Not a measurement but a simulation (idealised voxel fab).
The name of this process module is voxel self aligned vias.
FYI the section here is cut, 245 nm wide, cells are 5 nm squares.
Bands, listed from the top down, are how a cross-section gets written in this document; the cross-section itself is a grid of square cells, and a band is one or more rows of them.
The band entry comprises the height of the band's top followed by the height of its bottom, expressed in nm, and subsequently the band's materials from left to right, each stated together with its width in nm. Where a single material is marked with the word "all across", that material fills the band from edge to edge. The word "empty" represents empty space.
Zero point of the height axis is 0; under it, received wafer = one material. Lowest band: continues down indefinitely, "top 0, no bottom".
The notation "30->40" denotes a width that varies across the rows of cells in the band, beginning at the first number in the top row, finishing at the second number in the bottom row, and changing by an identical amount from each row to the next.
"left unchanged", as given for a step, is the statement that not any cell of the cross-section underwent a change during that step.
"Non-vented voids": empty spaces of 8 cells or more with no open way to the top, each given as width x height at distance, distance from the left edge, all in nm.
What comes after the settings on a step's line is commentary from the simulator itself on that step.
overlay nm: where the mask lay relative to plan, measured to the right, on steps with a mask; negatives go left.
Intended process steps
1. RECEIVE | material Si
2. CONFORMAL_DEP | material SiO2 | thk nm 10
3. CONFORMAL_DEP | material SiCN | thk nm 5
4. DIRECTIONAL_DEP | material SiO2 | thk nm 20
5. DIRECTIONAL_DEP | material aC | thk nm 10
6. PATTERN | tone open | mask id LINES | material resist | width nm 30 | pitch nm 60 | thk nm 30 | overlay nm 0
7. DIRECTIONAL_ETCH | etch materials aC | depth nm 10
8. STRIP | etch materials resist
9. DIRECTIONAL_ETCH | etch materials SiO2 | depth nm 20
10. STRIP | etch materials aC
11. CONFORMAL_DEP | material TiN | thk nm 5
12. FILL_DEP | material W | thk nm 10
13. CMP | height nm 35
14. SELECTIVE_ETCH | etch materials W Ru TiN | depth nm 10
15. FILL_DEP | material SiN | thk nm 10
16. CMP | height nm 35
17. DIRECTIONAL_DEP | material SiO2 | thk nm 15
18. MASKED_ETCH | tone open | mask id VIAS | width nm 40 | etch materials SiO2 | depth nm 15 | overlay nm 0
19. MASKED_ETCH | tone open | mask id VIAS | width nm 40 | etch materials SiN | depth nm 10 | overlay nm 0
20. CONFORMAL_DEP | material TiN | thk nm 5
21. FILL_DEP | material W | thk nm 5
22. CMP | height nm 50
23. CONFORMAL_DEP | material SiN | thk nm 5
First of two wafers: run as planned
Cross-section of the wafer upon arrival, representing the state reached after step 1
  top 0, no bottom | Si all across
  Non-vented voids: none
So this is the wafer cross-section right after step 2
  top 10, bottom 0 | SiO2 all across
  Below 0, no change.
So this is the wafer cross-section right after step 3
  top 15, bottom 10 | SiCN all across
  Below 10, no change.
So this is the wafer cross-section right after step 4
  top 35, bottom 15 | SiO2 all across
  Below 15, no change.
So this is the wafer cross-section right after step 5
  top 45, bottom 35 | aC all across
  Below 35, no change.
So this is the wafer cross-section right after step 6
  top 75, bottom 45 | 75 nm resist; 30 nm empty; 30 nm resist; 30 nm empty; 80 nm resist
  Below 45, no change.
So this is the wafer cross-section right after step 7
  top 65, bottom 45 | 75 nm resist; 30 nm empty; 30 nm resist; 30 nm empty; 80 nm resist
  top 45, bottom 35 | 75 nm aC; 30 nm empty; 30 nm aC; 30 nm empty; 80 nm aC
  Below 35, no change.
So this is the wafer cross-section right after step 8
  top 45, bottom 35 | 75 nm aC; 30 nm empty; 30 nm aC; 30 nm empty; 80 nm aC
  Below 35, no change.
So this is the wafer cross-section right after step 9
  top 45, bottom 35 | 75 nm aC; 30 nm empty; 30 nm aC; 30 nm empty; 80 nm aC
  top 35, bottom 15 | 75 nm SiO2; 30 nm empty; 30 nm SiO2; 30 nm empty; 80 nm SiO2
  Below 15, no change.
So this is the wafer cross-section right after step 10
  top 35, bottom 15 | 75 nm SiO2; 30 nm empty; 30 nm SiO2; 30 nm empty; 80 nm SiO2
  Below 15, no change.
So this is the wafer cross-section right after step 11
  top 40, bottom 35 | 80 nm TiN; 20 nm empty; 40 nm TiN; 20 nm empty; 85 nm TiN
  top 35, bottom 20 | 75 nm SiO2; 5 nm TiN; 20 nm empty; 5 nm TiN; 30 nm SiO2; 5 nm TiN; 20 nm empty; 5 nm TiN; 80 nm SiO2
  top 20, bottom 15 | 75 nm SiO2; 30 nm TiN; 30 nm SiO2; 30 nm TiN; 80 nm SiO2
  Below 15, no change.
So this is the wafer cross-section right after step 12
  top 50, bottom 40 | W all across
  top 40, bottom 35 | 80 nm TiN; 20 nm W; 40 nm TiN; 20 nm W; 85 nm TiN
  top 35, bottom 20 | 75 nm SiO2; 5 nm TiN; 20 nm W; 5 nm TiN; 30 nm SiO2; 5 nm TiN; 20 nm W; 5 nm TiN; 80 nm SiO2
  Below 20, no change.
So this is the wafer cross-section right after step 13
  top 35, bottom 20 | 75 nm SiO2; 5 nm TiN; 20 nm W; 5 nm TiN; 30 nm SiO2; 5 nm TiN; 20 nm W; 5 nm TiN; 80 nm SiO2
  Below 20, no change.
So this is the wafer cross-section right after step 14
  top 35, bottom 25 | 75 nm SiO2; 30 nm empty; 30 nm SiO2; 30 nm empty; 80 nm SiO2
  Below 25, no change.
So this is the wafer cross-section right after step 15
  top 45, bottom 35 | SiN all across
  top 35, bottom 25 | 75 nm SiO2; 30 nm SiN; 30 nm SiO2; 30 nm SiN; 80 nm SiO2
  Below 25, no change.
So this is the wafer cross-section right after step 16
  top 35, bottom 25 | 75 nm SiO2; 30 nm SiN; 30 nm SiO2; 30 nm SiN; 80 nm SiO2
  Below 25, no change.
So this is the wafer cross-section right after step 17
  top 50, bottom 35 | SiO2 all across
  Below 35, no change.
So this is the wafer cross-section right after step 18
  top 50, bottom 35 | 70 nm SiO2; 40 nm empty; 135 nm SiO2
  Below 35, no change.
So this is the wafer cross-section right after step 19
  top 50, bottom 35 | 70 nm SiO2; 40 nm empty; 135 nm SiO2
  top 35, bottom 25 | 75 nm SiO2; 30 nm empty; 30 nm SiO2; 30 nm SiN; 80 nm SiO2
  Below 25, no change.
So this is the wafer cross-section right after step 20
  top 55, bottom 50 | 75 nm TiN; 30 nm empty; 140 nm TiN
  top 50, bottom 40 | 70 nm SiO2; 5 nm TiN; 30 nm empty; 5 nm TiN; 135 nm SiO2
  top 40, bottom 35 | 70 nm SiO2; 10 nm TiN; 20 nm empty; 10 nm TiN; 135 nm SiO2
  top 35, bottom 30 | 75 nm SiO2; 5 nm TiN; 20 nm empty; 5 nm TiN; 30 nm SiO2; 30 nm SiN; 80 nm SiO2
  top 30, bottom 25 | 75 nm SiO2; 30 nm TiN; 30 nm SiO2; 30 nm SiN; 80 nm SiO2
  Below 25, no change.
So this is the wafer cross-section right after step 21
  top 60, bottom 55 | W all across
  top 55, bottom 50 | 75 nm TiN; 30 nm W; 140 nm TiN
  top 50, bottom 40 | 70 nm SiO2; 5 nm TiN; 30 nm W; 5 nm TiN; 135 nm SiO2
  top 40, bottom 35 | 70 nm SiO2; 10 nm TiN; 20 nm W; 10 nm TiN; 135 nm SiO2
  top 35, bottom 30 | 75 nm SiO2; 5 nm TiN; 20 nm W; 5 nm TiN; 30 nm SiO2; 30 nm SiN; 80 nm SiO2
  Below 30, no change.
So this is the wafer cross-section right after step 22
  top 50, bottom 40 | 70 nm SiO2; 5 nm TiN; 30 nm W; 5 nm TiN; 135 nm SiO2
  Below 40, no change.
So this is the wafer cross-section right after step 23
  top 55, bottom 50 | SiN all across
  Below 50, no change.
Okay, second wafer. Nothing different at the start, nothing different in the plan, just one mistake somewhere in the running. As far as step 17, counting that step, it's the first wafer all over again
X-section, second wafer, when step 18 was due to finish
  top 50, bottom 35 | 70 nm SiO2; 40 nm empty; 135 nm SiO2
  top 35, bottom 25 | 70 nm SiO2; 5 nm empty; 30 nm SiN; 5 nm empty; 25 nm SiO2; 30 nm SiN; 80 nm SiO2
  top 25, bottom 20 | 70 nm SiO2; 5 nm empty; 5 nm TiN; 20 nm W; 5 nm TiN; 5 nm empty; 25 nm SiO2; 5 nm TiN; 20 nm W; 5 nm TiN; 80 nm SiO2
  Below 20, no change.
X-section, second wafer, when step 19 was due to finish
  top 50, bottom 35 | 70 nm SiO2; 40 nm empty; 135 nm SiO2
  top 35, bottom 25 | 70 nm SiO2; 40 nm empty; 25 nm SiO2; 30 nm SiN; 80 nm SiO2
  Below 25, no change.
X-section, second wafer, when step 20 was due to finish
  top 55, bottom 50 | 75 nm TiN; 30 nm empty; 140 nm TiN
  top 50, bottom 35 | 70 nm SiO2; 5 nm TiN; 30 nm empty; 5 nm TiN; 135 nm SiO2
  top 35, bottom 30 | 70 nm SiO2; 5 nm TiN; 30 nm empty; 5 nm TiN; 25 nm SiO2; 30 nm SiN; 80 nm SiO2
  top 30, bottom 25 | 70 nm SiO2; 40 nm TiN; 25 nm SiO2; 30 nm SiN; 80 nm SiO2
  top 25, bottom 20 | 70 nm SiO2; 10 nm TiN; 20 nm W; 10 nm TiN; 25 nm SiO2; 5 nm TiN; 20 nm W; 5 nm TiN; 80 nm SiO2
  Below 20, no change.
X-section, second wafer, when step 21 was due to finish
  top 60, bottom 55 | W all across
  top 55, bottom 50 | 75 nm TiN; 30 nm W; 140 nm TiN
  top 50, bottom 35 | 70 nm SiO2; 5 nm TiN; 30 nm W; 5 nm TiN; 135 nm SiO2
  top 35, bottom 30 | 70 nm SiO2; 5 nm TiN; 30 nm W; 5 nm TiN; 25 nm SiO2; 30 nm SiN; 80 nm SiO2
  Below 30, no change.
X-section, second wafer, when step 22 was due to finish
  top 50, bottom 35 | 70 nm SiO2; 5 nm TiN; 30 nm W; 5 nm TiN; 135 nm SiO2
  Below 35, no change.
X-section, second wafer, when step 23 was due to finish
  top 55, bottom 50 | SiN all across
  Below 50, no change.
In executing the process, a mistake was made relative to the plan: step 18 in the plan was executed twice
The closing comparison, in cells, has the second wafer with more or fewer of some materials than the first: SiO2 -6, TiN +2, W +4
